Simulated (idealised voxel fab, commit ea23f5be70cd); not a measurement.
Process module name: voxel double patterning
cross-section cut | 180 nm wide | cells 5 nm
A cross-section in this document is a grid of square cells, and it is written down as bands, the top band listed before the ones below it; a band is made up of one or more rows of cells.
Each band's line starts with the height of the band's top and of its bottom, in nm. Then come its materials from left to right, each with its width in nm. One material with "throughout" fills the band from edge to edge. "blank" is empty space.
Heights are expressed relative to 0, this being the level below which the as-received wafer comprises one material exclusively. The lowest band is unbounded in the downward direction and is denoted as in "0 nm and below".
Per-row width for "30..40": begins at first number (top row of band), ends at second number (bottom row), increment between rows held constant.
Any step labelled "no alterations made" changed none of the cells in the cross-section.
So "Sealed void list" is basically the list of trapped voids: any empty space of 8 cells or more that can't reach the top through an opening. They're written width x height at distance, the distance being from the left edge, and it's all nm.
The remark found on a step's line after its settings is issued by the simulator itself and pertains to that step.
"overlay nm" denotes, for a step that has a mask, the displacement of the mask to the right of its planned place, with negative values corresponding to the left.

## Intended process steps
1) RECEIVE,material Si
2) CONFORMAL_DEP,material SiO2,thk nm 10
3) DIRECTIONAL_DEP,material W,thk nm 20
4) DIRECTIONAL_DEP,material SiN,thk nm 5
5) PATTERN,tone open,mask id FIRST,material resist,width nm 15,pitch nm 50,thk nm 15,overlay nm 0
6) DIRECTIONAL_ETCH,etch materials SiN,depth nm 5
7) STRIP,etch materials resist
8) DIRECTIONAL_DEP,material aC,thk nm 15
9) PATTERN,tone open,mask id SECOND,material resist,width nm 15,pitch nm 50,thk nm 30,overlay nm 0
10) DIRECTIONAL_ETCH,etch materials aC,depth nm 15
11) STRIP,etch materials resist
12) DIRECTIONAL_ETCH,etch materials SiN,depth nm 5
13) STRIP,etch materials aC
14) DIRECTIONAL_ETCH,etch materials W,depth nm 20
15) STRIP,etch materials SiN

## Cross-section of the wafer at receipt, which is the condition after step 1
0 nm and below: Si throughout
Sealed void list: none

## First of two wafers at the end of the module, shown in cross-section; run carried out as planned
30 nm to 10 nm: W 30 nm | blank 15 nm | W 10 nm | blank 15 nm | W 10 nm | blank 15 nm | W 10 nm | blank 15 nm | W 10 nm | blank 15 nm | W 35 nm
10 nm to 0 nm: SiO2 throughout
0 nm and below: Si throughout
Sealed void list: none

## Wafer two, end of module, cross-section. Same start, same plan as wafer one. One mistake in the run
25 nm to 5 nm: W 30 nm | blank 15 nm | W 10 nm | blank 15 nm | W 10 nm | blank 15 nm | W 10 nm | blank 15 nm | W 10 nm | blank 15 nm | W 35 nm
5 nm to 0 nm: SiO2 throughout
0 nm and below: Si throughout
Sealed void list: none
Deviation noted in wafer processing: step 2 ran differently from the plan; actual operation with settings: CONFORMAL_DEP,material SiO2,thk nm 5
Wafer comparison, final, in cells, second relative to first, materials more or fewer: -36 SiO2
